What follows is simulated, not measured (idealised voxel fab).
Process module in this document: voxel capacitor over wiring
Xsec cut, 275 nm wide, square cell size 5 nm.
In what follows, cross-sections appear as grids of square cells, described through bands that run from the top down, where every band is one or more rows of cells. Band: top and bottom heights (nm) first, top before bottom; then materials from left to right, widths in nm. "all across" marks a sole material filling the band edge to edge. "empty" denotes empty space. Zero point of the height axis is 0; under it, received wafer = one material. Lowest band: continues down indefinitely, "top 0, no bottom". A width given as "30..40" starts at the first number in the band's top row and ends at the second number in its bottom row, shifting by an equal amount at every step from row to row. Step marked "nothing altered"? Then no cell in the cross-section changed in it. Reported under the label "Closed void register" are the empty spaces having no open way to the top and comprising 8 cells or more; the notation for each is width x height at distance, in which the distance is measured from the left edge and all three values are in nm. Anything after a step's settings on that line? It's the simulator's own note about the step. The "overlay nm" setting may appear on a step's line; for a step that uses a mask, it gives how far to the right of its planned position the mask lay, and a negative value indicates the left.
[plan]
- 1: RECEIVE (material Si)
- 2: CONFORMAL_DEP (material SiO2; thk nm 10)
- 3: DIRECTIONAL_DEP (material TiN; thk nm 5)
- 4: DIRECTIONAL_DEP (material W; thk nm 20)
- 5: PATTERN (tone cover; mask id METAL_1; material resist; width nm 30; pitch nm 95; thk nm 15; overlay nm 0)
- 6: DIRECTIONAL_ETCH (etch materials W; depth nm 20)
- 7: DIRECTIONAL_ETCH (etch materials TiN; depth nm 5)
- 8: STRIP (etch materials resist)
- 9: FILL_DEP (material lowk; thk nm 10)
- 10: CMP (height nm 35)
- 11: CONFORMAL_DEP (material SiCN; thk nm 5)
- 12: DIRECTIONAL_DEP (material lowk; thk nm 10)
- 13: DIRECTIONAL_DEP (material aC; thk nm 15)
- 14: PATTERN (tone open; mask id PLUG_1; material resist; width nm 15; thk nm 35; overlay nm 0)
- 15: DIRECTIONAL_ETCH (etch materials aC; depth nm 15)
- 16: STRIP (etch materials resist)
- 17: DIRECTIONAL_ETCH (etch materials lowk; depth nm 10)
- 18: DIRECTIONAL_ETCH (etch materials SiCN; depth nm 5)
- 19: STRIP (etch materials aC)
- 20: EPI (material Ru; thk nm 10)
- 21: EPI (material Ru; thk nm 5)
- 22: DIRECTIONAL_DEP (material TiN; thk nm 10)
- 23: DIRECTIONAL_DEP (material SiN; thk nm 5)
- 24: DIRECTIONAL_DEP (material TiN; thk nm 5)
- 25: MASKED_ETCH (tone cover; mask id UPPER_PLATE; width nm 70; etch materials TiN; depth nm 5; overlay nm 0)
- 26: MASKED_ETCH (tone cover; mask id UPPER_PLATE; width nm 70; etch materials SiN; depth nm 5; overlay nm 0)
- 27: MASKED_ETCH (tone cover; mask id LOWER_PLATE; width nm 80; etch materials TiN; depth nm 10; overlay nm 0)
- 28: FILL_DEP (material SiO2; thk nm 15)
- 29: CMP (height nm 80)
- 30: DIRECTIONAL_DEP (material aC; thk nm 10)
- 31: PATTERN (tone open; mask id PLUG_2; material resist; width nm 15; thk nm 25; overlay nm 0)
- 32: DIRECTIONAL_ETCH (etch materials aC; depth nm 10)
- 33: STRIP (etch materials resist)
- 34: DIRECTIONAL_ETCH (etch materials SiO2; depth nm 10)
- 35: STRIP (etch materials aC)
- 36: CONFORMAL_DEP (material TiN; thk nm 5)
- 37: FILL_DEP (material Cu; thk nm 10)
- 38: CMP (height nm 80)
- 39: CONFORMAL_DEP (material SiCN; thk nm 5)
[Of two wafers, the first: run according to plan]
[As-received state of the wafer in cross-section, equivalent to post-step 1]
	top 0, no bottom  Si all across
	Closed void register: none
[Wafer after step 2 (cross-section)]
	top 10, bottom 0  SiO2 all across
	Beneath the level 0, the cross-section is identical to its previous state.
[Wafer after step 3 (cross-section)]
	top 15, bottom 10  TiN all across
	Beneath the level 10, the cross-section is identical to its previous state.
[Wafer after step 4 (cross-section)]
	top 35, bottom 15  W all across
	Beneath the level 15, the cross-section is identical to its previous state.
[Wafer after step 5 (cross-section)]
	top 50, bottom 35  empty 75 nm; resist 30 nm; empty 65 nm; resist 30 nm; empty 75 nm
	Beneath the level 35, the cross-section is identical to its previous state.
[Wafer after step 6 (cross-section)]
	top 50, bottom 35  empty 75 nm; resist 30 nm; empty 65 nm; resist 30 nm; empty 75 nm
	top 35, bottom 15  empty 75 nm; W 30 nm; empty 65 nm; W 30 nm; empty 75 nm
	Beneath the level 15, the cross-section is identical to its previous state.
[Wafer after step 7 (cross-section)]
	top 50, bottom 35  empty 75 nm; resist 30 nm; empty 65 nm; resist 30 nm; empty 75 nm
	top 35, bottom 15  empty 75 nm; W 30 nm; empty 65 nm; W 30 nm; empty 75 nm
	top 15, bottom 10  empty 75 nm; TiN 30 nm; empty 65 nm; TiN 30 nm; empty 75 nm
	Beneath the level 10, the cross-section is identical to its previous state.
[Wafer after step 8 (cross-section)]
	top 35, bottom 15  empty 75 nm; W 30 nm; empty 65 nm; W 30 nm; empty 75 nm
	Beneath the level 15, the cross-section is identical to its previous state.
[Wafer after step 9 (cross-section)]
	top 45, bottom 35  lowk all across
	top 35, bottom 15  lowk 75 nm; W 30 nm; lowk 65 nm; W 30 nm; lowk 75 nm
	top 15, bottom 10  lowk 75 nm; TiN 30 nm; lowk 65 nm; TiN 30 nm; lowk 75 nm
	Beneath the level 10, the cross-section is identical to its previous state.
[Wafer after step 10 (cross-section)]
	top 35, bottom 15  lowk 75 nm; W 30 nm; lowk 65 nm; W 30 nm; lowk 75 nm
	Beneath the level 15, the cross-section is identical to its previous state.
[Wafer after step 11 (cross-section)]
	top 40, bottom 35  SiCN all across
	Beneath the level 35, the cross-section is identical to its previous state.
[Wafer after step 12 (cross-section)]
	top 50, bottom 40  lowk all across
	Beneath the level 40, the cross-section is identical to its previous state.
[Wafer after step 13 (cross-section)]
	top 65, bottom 50  aC all across
	Beneath the level 50, the cross-section is identical to its previous state.
[Wafer after step 14 (cross-section)]
	top 100, bottom 65  resist 90 nm; empty 15 nm; resist 170 nm
	Beneath the level 65, the cross-section is identical to its previous state.
[Wafer after step 15 (cross-section)]
	top 85, bottom 65  resist 90 nm; empty 15 nm; resist 170 nm
	top 65, bottom 50  aC 90 nm; empty 15 nm; aC 170 nm
	Beneath the level 50, the cross-section is identical to its previous state.
[Wafer after step 16 (cross-section)]
	top 65, bottom 50  aC 90 nm; empty 15 nm; aC 170 nm
	Beneath the level 50, the cross-section is identical to its previous state.
[Wafer after step 17 (cross-section)]
	top 65, bottom 50  aC 90 nm; empty 15 nm; aC 170 nm
	top 50, bottom 40  lowk 90 nm; empty 15 nm; lowk 170 nm
	Beneath the level 40, the cross-section is identical to its previous state.
[Wafer after step 18 (cross-section)]
	top 65, bottom 50  aC 90 nm; empty 15 nm; aC 170 nm
	top 50, bottom 40  lowk 90 nm; empty 15 nm; lowk 170 nm
	top 40, bottom 35  SiCN 90 nm; empty 15 nm; SiCN 170 nm
	Beneath the level 35, the cross-section is identical to its previous state.
[Wafer after step 19 (cross-section)]
	top 50, bottom 40  lowk 90 nm; empty 15 nm; lowk 170 nm
	Beneath the level 40, the cross-section is identical to its previous state.
[Wafer after step 20 (cross-section)]
	top 50, bottom 45  lowk 90 nm; empty 15 nm; lowk 170 nm
	top 45, bottom 40  lowk 90 nm; Ru 15 nm; lowk 170 nm
	top 40, bottom 35  SiCN 90 nm; Ru 15 nm; SiCN 170 nm
	Beneath the level 35, the cross-section is identical to its previous state.
[Wafer after step 21 (cross-section)]
	top 50, bottom 40  lowk 90 nm; Ru 15 nm; lowk 170 nm
	Beneath the level 40, the cross-section is identical to its previous state.
[Wafer after step 22 (cross-section)]
	top 60, bottom 50  TiN all across
	Beneath the level 50, the cross-section is identical to its previous state.
[Wafer after step 23 (cross-section)]
	top 65, bottom 60  SiN all across
	Beneath the level 60, the cross-section is identical to its previous state.
[Wafer after step 24 (cross-section)]
	top 70, bottom 65  TiN all across
	Beneath the level 65, the cross-section is identical to its previous state.
[Wafer after step 25 (cross-section)]
	top 70, bottom 65  empty 90 nm; TiN 70 nm; empty 115 nm
	Beneath the level 65, the cross-section is identical to its previous state.
[Wafer after step 26 (cross-section)]
	top 70, bottom 65  empty 90 nm; TiN 70 nm; empty 115 nm
	top 65, bottom 60  empty 90 nm; SiN 70 nm; empty 115 nm
	Beneath the level 60, the cross-section is identical to its previous state.
[Wafer after step 27 (cross-section)]
	top 70, bottom 65  empty 90 nm; TiN 70 nm; empty 115 nm
	top 65, bottom 60  empty 90 nm; SiN 70 nm; empty 115 nm
	top 60, bottom 50  empty 85 nm; TiN 80 nm; empty 110 nm
	Beneath the level 50, the cross-section is identical to its previous state.
[Wafer after step 28 (cross-section)]
	top 85, bottom 70  SiO2 all across
	top 70, bottom 65  SiO2 90 nm; TiN 70 nm; SiO2 115 nm
	top 65, bottom 60  SiO2 90 nm; SiN 70 nm; SiO2 115 nm
	top 60, bottom 50  SiO2 85 nm; TiN 80 nm; SiO2 110 nm
	Beneath the level 50, the cross-section is identical to its previous state.
[Wafer after step 29 (cross-section)]
	top 80, bottom 70  SiO2 all across
	Beneath the level 70, the cross-section is identical to its previous state.
[Wafer after step 30 (cross-section)]
	top 90, bottom 80  aC all across
	Beneath the level 80, the cross-section is identical to its previous state.
[Wafer after step 31 (cross-section)]
	top 115, bottom 90  resist 100 nm; empty 15 nm; resist 160 nm
	Beneath the level 90, the cross-section is identical to its previous state.
[Wafer after step 32 (cross-section)]
	top 105, bottom 90  resist 100 nm; empty 15 nm; resist 160 nm
	top 90, bottom 80  aC 100 nm; empty 15 nm; aC 160 nm
	Beneath the level 80, the cross-section is identical to its previous state.
[Wafer after step 33 (cross-section)]
	top 90, bottom 80  aC 100 nm; empty 15 nm; aC 160 nm
	Beneath the level 80, the cross-section is identical to its previous state.
[Wafer after step 34 (cross-section)]
	top 90, bottom 80  aC 100 nm; empty 15 nm; aC 160 nm
	top 80, bottom 70  SiO2 100 nm; empty 15 nm; SiO2 160 nm
	Beneath the level 70, the cross-section is identical to its previous state.
[Wafer after step 35 (cross-section)]
	top 80, bottom 70  SiO2 100 nm; empty 15 nm; SiO2 160 nm
	Beneath the level 70, the cross-section is identical to its previous state.
[Wafer after step 36 (cross-section)]
	top 85, bottom 80  TiN 105 nm; empty 5 nm; TiN 165 nm
	top 80, bottom 75  SiO2 100 nm; TiN 5 nm; empty 5 nm; TiN 5 nm; SiO2 160 nm
	top 75, bottom 65  SiO2 100..90 nm; TiN 15..70 nm; SiO2 160..115 nm
	Beneath the level 65, the cross-section is identical to its previous state.
[Wafer after step 37 (cross-section)]
	top 95, bottom 85  Cu all across
	top 85, bottom 80  TiN 105 nm; Cu 5 nm; TiN 165 nm
	top 80, bottom 75  SiO2 100 nm; TiN 5 nm; Cu 5 nm; TiN 5 nm; SiO2 160 nm
	Beneath the level 75, the cross-section is identical to its previous state.
[Wafer after step 38 (cross-section)]
	top 80, bottom 75  SiO2 100 nm; TiN 5 nm; Cu 5 nm; TiN 5 nm; SiO2 160 nm
	Beneath the level 75, the cross-section is identical to its previous state.
[Wafer after step 39 (cross-section)]
	top 85, bottom 80  SiCN all across
	Beneath the level 80, the cross-section is identical to its previous state.
[Okay, second wafer. Nothing different at the start, nothing different in the plan, just one mistake somewhere in the running. As far as step 13, counting that step, it's the first wafer all over again]
[Second wafer, cross-section, planned end of step 14]
	top 100, bottom 65  empty 90 nm; resist 15 nm; empty 170 nm
	Beneath the level 65, the cross-section is identical to its previous state.
[Second wafer, cross-section, planned end of step 15]
	top 85, bottom 65  empty 90 nm; resist 15 nm; empty 170 nm
	top 65, bottom 50  empty 90 nm; aC 15 nm; empty 170 nm
	Beneath the level 50, the cross-section is identical to its previous state.
[Second wafer, cross-section, planned end of step 16]
	top 65, bottom 50  empty 90 nm; aC 15 nm; empty 170 nm
	Beneath the level 50, the cross-section is identical to its previous state.
[Second wafer, cross-section, planned end of step 17]
	top 65, bottom 50  empty 90 nm; aC 15 nm; empty 170 nm
	top 50, bottom 40  empty 90 nm; lowk 15 nm; empty 170 nm
	Beneath the level 40, the cross-section is identical to its previous state.
[Second wafer, cross-section, planned end of step 18]
	top 65, bottom 50  empty 90 nm; aC 15 nm; empty 170 nm
	top 50, bottom 40  empty 90 nm; lowk 15 nm; empty 170 nm
	top 40, bottom 35  empty 90 nm; SiCN 15 nm; empty 170 nm
	Beneath the level 35, the cross-section is identical to its previous state.
[Second wafer, cross-section, planned end of step 19]
	top 50, bottom 40  empty 90 nm; lowk 15 nm; empty 170 nm
	Beneath the level 40, the cross-section is identical to its previous state.
[Second wafer, cross-section, planned end of step 20]
	top 50, bottom 45  empty 90 nm; lowk 15 nm; empty 170 nm
	top 45, bottom 40  empty 65 nm; Ru 25 nm; lowk 15 nm; empty 55 nm; Ru 50 nm; empty 65 nm
	top 40, bottom 35  empty 65 nm; Ru 25 nm; SiCN 15 nm; empty 55 nm; Ru 50 nm; empty 65 nm
	Beneath the level 35, the cross-section is identical to its previous state.
[Second wafer, cross-section, planned end of step 21]
	top 50, bottom 40  empty 60 nm; Ru 30 nm; lowk 15 nm; empty 50 nm; Ru 60 nm; empty 60 nm
	top 40, bottom 35  empty 60 nm; Ru 30 nm; SiCN 15 nm; empty 50 nm; Ru 60 nm; empty 60 nm
	Beneath the level 35, the cross-section is identical to its previous state.
[Second wafer, cross-section, planned end of step 22]
	top 60, bottom 50  empty 60 nm; TiN 45 nm; empty 50 nm; TiN 60 nm; empty 60 nm
	top 50, bottom 45  empty 60 nm; Ru 30 nm; lowk 15 nm; empty 50 nm; Ru 60 nm; empty 60 nm
	top 45, bottom 40  TiN 60 nm; Ru 30 nm; lowk 15 nm; TiN 50 nm; Ru 60 nm; TiN 60 nm
	top 40, bottom 35  TiN 60 nm; Ru 30 nm; SiCN 15 nm; TiN 50 nm; Ru 60 nm; TiN 60 nm
	Beneath the level 35, the cross-section is identical to its previous state.
[Second wafer, cross-section, planned end of step 23]
	top 65, bottom 60  empty 60 nm; SiN 45 nm; empty 50 nm; SiN 60 nm; empty 60 nm
	top 60, bottom 50  empty 60 nm; TiN 45 nm; empty 50 nm; TiN 60 nm; empty 60 nm
	top 50, bottom 45  SiN 60 nm; Ru 30 nm; lowk 15 nm; SiN 50 nm; Ru 60 nm; SiN 60 nm
	Beneath the level 45, the cross-section is identical to its previous state.
[Second wafer, cross-section, planned end of step 24]
	top 70, bottom 65  empty 60 nm; TiN 45 nm; empty 50 nm; TiN 60 nm; empty 60 nm
	top 65, bottom 60  empty 60 nm; SiN 45 nm; empty 50 nm; SiN 60 nm; empty 60 nm
	top 60, bottom 55  empty 60 nm; TiN 45 nm; empty 50 nm; TiN 60 nm; empty 60 nm
	top 55, bottom 50  TiN all across
	Beneath the level 50, the cross-section is identical to its previous state.
[Second wafer, cross-section, planned end of step 25]
	top 70, bottom 65  empty 90 nm; TiN 15 nm; empty 50 nm; TiN 5 nm; empty 115 nm
	top 65, bottom 60  empty 60 nm; SiN 45 nm; empty 50 nm; SiN 60 nm; empty 60 nm
	top 60, bottom 55  empty 60 nm; TiN 45 nm; empty 50 nm; TiN 60 nm; empty 60 nm
	top 55, bottom 50  empty 60 nm; TiN 155 nm; empty 60 nm
	Beneath the level 50, the cross-section is identical to its previous state.
[Second wafer, cross-section, planned end of step 26]
	top 70, bottom 65  empty 90 nm; TiN 15 nm; empty 50 nm; TiN 5 nm; empty 115 nm
	top 65, bottom 60  empty 90 nm; SiN 15 nm; empty 50 nm; SiN 5 nm; empty 115 nm
	top 60, bottom 55  empty 60 nm; TiN 45 nm; empty 50 nm; TiN 60 nm; empty 60 nm
	top 55, bottom 50  empty 60 nm; TiN 155 nm; empty 60 nm
	top 50, bottom 45  empty 60 nm; Ru 30 nm; lowk 15 nm; SiN 50 nm; Ru 60 nm; empty 60 nm
	Beneath the level 45, the cross-section is identical to its previous state.
[Second wafer, cross-section, planned end of step 27]
	top 70, bottom 65  empty 90 nm; TiN 15 nm; empty 50 nm; TiN 5 nm; empty 115 nm
	top 65, bottom 60  empty 90 nm; SiN 15 nm; empty 50 nm; SiN 5 nm; empty 115 nm
	top 60, bottom 55  empty 85 nm; TiN 20 nm; empty 50 nm; TiN 10 nm; empty 110 nm
	top 55, bottom 50  empty 85 nm; TiN 80 nm; empty 110 nm
	top 50, bottom 45  empty 60 nm; Ru 30 nm; lowk 15 nm; SiN 50 nm; Ru 60 nm; empty 60 nm
	top 45, bottom 40  empty 60 nm; Ru 30 nm; lowk 15 nm; TiN 50 nm; Ru 60 nm; empty 60 nm
	top 40, bottom 35  empty 60 nm; Ru 30 nm; SiCN 15 nm; TiN 50 nm; Ru 60 nm; empty 60 nm
	Beneath the level 35, the cross-section is identical to its previous state.
[Second wafer, cross-section, planned end of step 28]
	top 85, bottom 70  SiO2 all across
	top 70, bottom 65  SiO2 90 nm; TiN 15 nm; SiO2 50 nm; TiN 5 nm; SiO2 115 nm
	top 65, bottom 60  SiO2 90 nm; SiN 15 nm; SiO2 50 nm; SiN 5 nm; SiO2 115 nm
	top 60, bottom 55  SiO2 85 nm; TiN 20 nm; SiO2 50 nm; TiN 10 nm; SiO2 110 nm
	top 55, bottom 50  SiO2 85 nm; TiN 80 nm; SiO2 110 nm
	top 50, bottom 45  SiO2 60 nm; Ru 30 nm; lowk 15 nm; SiN 50 nm; Ru 60 nm; SiO2 60 nm
	top 45, bottom 40  SiO2 60 nm; Ru 30 nm; lowk 15 nm; TiN 50 nm; Ru 60 nm; SiO2 60 nm
	top 40, bottom 35  SiO2 60 nm; Ru 30 nm; SiCN 15 nm; TiN 50 nm; Ru 60 nm; SiO2 60 nm
	Beneath the level 35, the cross-section is identical to its previous state.
[Second wafer, cross-section, planned end of step 29]
	top 80, bottom 70  SiO2 all across
	Beneath the level 70, the cross-section is identical to its previous state.
[Second wafer, cross-section, planned end of step 30]
	top 90, bottom 80  aC all across
	Beneath the level 80, the cross-section is identical to its previous state.
[Second wafer, cross-section, planned end of step 31]
	top 115, bottom 90  resist 100 nm; empty 15 nm; resist 160 nm
	Beneath the level 90, the cross-section is identical to its previous state.
[Second wafer, cross-section, planned end of step 32]
	top 105, bottom 90  resist 100 nm; empty 15 nm; resist 160 nm
	top 90, bottom 80  aC 100 nm; empty 15 nm; aC 160 nm
	Beneath the level 80, the cross-section is identical to its previous state.
[Second wafer, cross-section, planned end of step 33]
	top 90, bottom 80  aC 100 nm; empty 15 nm; aC 160 nm
	Beneath the level 80, the cross-section is identical to its previous state.
[Second wafer, cross-section, planned end of step 34]
	top 90, bottom 80  aC 100 nm; empty 15 nm; aC 160 nm
	top 80, bottom 70  SiO2 100 nm; empty 15 nm; SiO2 160 nm
	Beneath the level 70, the cross-section is identical to its previous state.
[Second wafer, cross-section, planned end of step 35]
	top 80, bottom 70  SiO2 100 nm; empty 15 nm; SiO2 160 nm
	Beneath the level 70, the cross-section is identical to its previous state.
[Second wafer, cross-section, planned end of step 36]
	top 85, bottom 80  TiN 105 nm; empty 5 nm; TiN 165 nm
	top 80, bottom 75  SiO2 100 nm; TiN 5 nm; empty 5 nm; TiN 5 nm; SiO2 160 nm
	top 75, bottom 70  SiO2 100 nm; TiN 15 nm; SiO2 160 nm
	Beneath the level 70, the cross-section is identical to its previous state.
[Second wafer, cross-section, planned end of step 37]
	top 95, bottom 85  Cu all across
	top 85, bottom 80  TiN 105 nm; Cu 5 nm; TiN 165 nm
	top 80, bottom 75  SiO2 100 nm; TiN 5 nm; Cu 5 nm; TiN 5 nm; SiO2 160 nm
	Beneath the level 75, the cross-section is identical to its previous state.
[Second wafer, cross-section, planned end of step 38]
	top 80, bottom 75  SiO2 100 nm; TiN 5 nm; Cu 5 nm; TiN 5 nm; SiO2 160 nm
	Beneath the level 75, the cross-section is identical to its previous state.
[Second wafer, cross-section, planned end of step 39]
	top 85, bottom 80  SiCN all across
	Beneath the level 80, the cross-section is identical to its previous state.
Where did the run depart from the plan? not per plan at step 14, really ran PATTERN (tone cover; mask id PLUG_1; material resist; width nm 15; thk nm 35; overlay nm 0)
Cell-count delta at end, second wafer over first, by material: +45 Ru, -49 SiCN, +102 SiO2, -98 lowk
